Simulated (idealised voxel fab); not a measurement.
process module | voxel ribs on slabs
cross-section cut | 200 nm wide | cells 5 nm
A cross-section is a grid of square cells, given in bands from the top down. A band is one or more rows of cells.
Each band's line starts with the height of the band's top and of its bottom, in nm. Then come its materials from left to right, each with its width in nm. One material with "throughout" fills the band from edge to edge. "air" is empty space.
Height 0 is the level under which the wafer as received is all one material. The lowest band goes on downwards, as in "0 down".
A width such as "30 to 40" changes by the same amount from each row of cells to the next, from the band's top row to its bottom row.
"no change" after a step means that no cell of the cross-section changed.
closed voids: empty space of 8 cells or more with no open way to the top, each as width x height at its distance from the left edge, in nm
after a step's settings: what the simulator itself notes on the step
overlay nm, on a step with a mask: how far to the right of its planned place the mask lay; to the left if negative
plan
1 op RECEIVE | material Si
2 op DIRECTIONAL_DEP | material SiO2 | thk nm 30
3 op DIRECTIONAL_DEP | material polySi | thk nm 15
4 op PATTERN | tone cover | mask id RIB | material resist | width nm 30 | thk nm 20 | overlay nm 0
5 op DIRECTIONAL_ETCH | etch materials polySi | depth nm 10
6 op STRIP | etch materials resist
7 op MASKED_ETCH | tone cover | mask id SLAB | width nm 80 | etch materials polySi | depth nm 5 | overlay nm 0
8 op FILL_DEP | material SiO2 | thk nm 30
9 op CMP | height nm 65
10 op DIRECTIONAL_DEP | material TiN | thk nm 10
11 op DIRECTIONAL_DEP | material aC | thk nm 15
12 op PATTERN | tone cover | mask id HEATER | material resist | width nm 40 | thk nm 30 | overlay nm 0
13 op DIRECTIONAL_ETCH | etch materials aC | depth nm 15
14 op STRIP | etch materials resist
15 op DIRECTIONAL_ETCH | etch materials TiN | depth nm 10
16 op STRIP | etch materials aC
17 op CONFORMAL_DEP | material SiO2 | thk nm 10
as received, after step 1
  0 down: Si throughout
  closed voids: none
first wafer at the end, as planned
  85 to 75: air 70 | SiO2 60 | air 70
  75 to 65: SiO2 80 | TiN 40 | SiO2 80
  65 to 45: SiO2 throughout
  45 to 35: SiO2 85 | polySi 30 | SiO2 85
  35 to 30: SiO2 60 | polySi 80 | SiO2 60
  30 to 0: SiO2 throughout
  0 down: Si throughout
  closed voids: none
second wafer at the end: like start, like plan, one mistake
  85 to 75: air 70 | SiO2 60 | air 70
  75 to 65: SiO2 80 | TiN 40 | SiO2 80
  65 to 15: SiO2 throughout
  15 to 0: polySi throughout
  0 down: Si throughout
  closed voids: none
what went wrong: steps 2 and 3 were swapped
at the end the second wafer has, in cells: 92 fewer of SiO2 | 92 more of polySi
